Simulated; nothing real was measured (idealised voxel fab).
The following process module bears the name voxel transistor to metal.
Cross-section cut: width 265 nm, square cells of 5 nm.
For the purposes of this document, a cross-section shall be understood as a grid of square cells, specified as bands listed in top-to-bottom order, each band consisting of one or more rows of cells.
For a band, the entry starts with two heights in nm, that of the top and then that of the bottom, and carries on with the band's materials in order from left to right, each alongside its width in nm; the word "full width" beside a single material means it fills the band edge to edge, and "blank" means empty space.
All heights in this document are referenced to 0, defined as the level beneath which the wafer, as received, consists entirely of one material. The lowest band is not bounded below; it extends indefinitely downward and is written in the form "top 0, no bottom".
Top row gets the first number, bottom row gets the second, and each row in between changes by the same step: that is how a band width like "30 to 40" works.
Step note "stayed the same" = no cross-section cell changed.
"Sealed voids": sealed empty spaces, 8 cells or more, no open way to top, listed width x height at distance, with distance from the left edge and width, height and distance in nm.
Anything after a step's settings on that line? It's the simulator's own note about the step.
overlay nm: step with mask; distance mask lay right of planned place; negative value = left of planned place.

Plan:
1. RECEIVE | material Si
2. CONFORMAL_DEP | material SiO2 | thk nm 5
3. CONFORMAL_DEP | material SiN | thk nm 15
4. PATTERN | tone cover | mask id ACTIVE | material resist | width nm 100 | pitch nm 125 | thk nm 15 | overlay nm 0
5. DIRECTIONAL_ETCH | etch materials SiN | depth nm 15
6. DIRECTIONAL_ETCH | etch materials SiO2 | depth nm 5
7. DIRECTIONAL_ETCH | etch materials Si | depth nm 30
8. STRIP | etch materials resist
9. OXIDIZE | depth nm 5
10. FILL_DEP | material SiO2 | thk nm 15
11. CMP | height nm 20
12. SELECTIVE_ETCH | etch materials SiO2 | depth nm 5
13. STRIP | etch materials SiN
14. SELECTIVE_ETCH | etch materials SiO2 | depth nm 5
15. OXIDIZE | depth nm 5
16. DIRECTIONAL_DEP | material polySi | thk nm 20
17. DIRECTIONAL_DEP | material SiCN | thk nm 10
18. DIRECTIONAL_DEP | material aC | thk nm 10
19. PATTERN | tone cover | mask id GATE | material resist | width nm 20 | pitch nm 125 | thk nm 30 | overlay nm 0
20. DIRECTIONAL_ETCH | etch materials aC | depth nm 10
21. STRIP | etch materials resist
22. DIRECTIONAL_ETCH | etch materials SiCN | depth nm 20
23. DIRECTIONAL_ETCH | etch materials polySi | depth nm 30
24. STRIP | etch materials aC
25. CONFORMAL_DEP | material SiO2 | thk nm 5
26. DIRECTIONAL_ETCH | etch materials SiO2 | depth nm 5
27. CONFORMAL_DEP | material SiN | thk nm 10
28. DIRECTIONAL_ETCH | etch materials SiN | depth nm 10
29. DIRECTIONAL_ETCH | etch materials SiO2 | depth nm 5
30. DIRECTIONAL_ETCH | etch materials Si | depth nm 5
31. EPI | material pSi | thk nm 10
32. FILL_DEP | material SiO2 | thk nm 10
33. CMP | height nm 30
34. DIRECTIONAL_DEP | material SiO2 | thk nm 10
35. PATTERN | tone open | mask id CONTACT | material resist | width nm 30 | thk nm 20 | overlay nm 0
36. DIRECTIONAL_ETCH | etch materials SiO2 | depth nm 35
37. STRIP | etch materials resist
38. CONFORMAL_DEP | material TiN | thk nm 5
39. FILL_DEP | material W | thk nm 5
40. CMP | height nm 40
41. DIRECTIONAL_DEP | material TiN | thk nm 5
42. DIRECTIONAL_DEP | material W | thk nm 15
43. MASKED_ETCH | tone cover | mask id METAL_1 | width nm 15 | etch materials W | depth nm 15 | overlay nm 0
44. MASKED_ETCH | tone cover | mask id METAL_1 | width nm 15 | etch materials TiN | depth nm 5 | overlay nm 0
45. CONFORMAL_DEP | material SiCN | thk nm 5
46. FILL_DEP | material SiO2 | thk nm 10
47. CMP | height nm 60
48. CONFORMAL_DEP | material SiCN | thk nm 5
49. DIRECTIONAL_DEP | material SiO2 | thk nm 35
50. MASKED_ETCH | tone open | mask id METAL_2 | width nm 15 | pitch nm 125 | etch materials SiO2 | depth nm 20 | overlay nm -10
51. PATTERN | tone open | mask id METAL_2_HOLES | material resist | width nm 15 | pitch nm 125 | thk nm 20 | overlay nm 0
52. DIRECTIONAL_ETCH | etch materials SiO2 | depth nm 15
53. DIRECTIONAL_ETCH | etch materials SiCN | depth nm 5
54. STRIP | etch materials resist
55. CONFORMAL_DEP | material TiN | thk nm 5
56. FILL_DEP | material Cu | thk nm 5
57. CMP | height nm 100
58. CONFORMAL_DEP | material SiN | thk nm 5
Heads up: all these wafers start the same, and what changes between them is the overlay nm in step 50. The value you see in the plan is just what the first wafer got.

First of several wafers, received after step 1, in cross-section:
* top 0, no bottom: Si full width
* Sealed voids: none

Wafer rows, end of module: cells per material gained (+) or lost (-) since receipt; closed voids last:
overlay nm -10; +14 Cu; -167 Si; +132 SiCN; +117 SiN; +747 SiO2; +114 TiN; +88 W; +36 pSi; +32 polySi; Sealed voids: none
overlay nm -5; +10 Cu; -167 Si; +130 SiCN; +117 SiN; +747 SiO2; +120 TiN; +88 W; +36 pSi; +32 polySi; Sealed voids: none
overlay nm 0; +14 Cu; -167 Si; +128 SiCN; +117 SiN; +747 SiO2; +118 TiN; +88 W; +36 pSi; +32 polySi; Sealed voids: none
overlay nm 5; +10 Cu; -167 Si; +130 SiCN; +117 SiN; +747 SiO2; +120 TiN; +88 W; +36 pSi; +32 polySi; Sealed voids: none
overlay nm 10; +14 Cu; -167 Si; +132 SiCN; +117 SiN; +747 SiO2; +114 TiN; +88 W; +36 pSi; +32 polySi; Sealed voids: none
overlay nm 15; +18 Cu; -167 Si; +134 SiCN; +117 SiN; +747 SiO2; +108 TiN; +88 W; +36 pSi; +32 polySi; Sealed voids: none
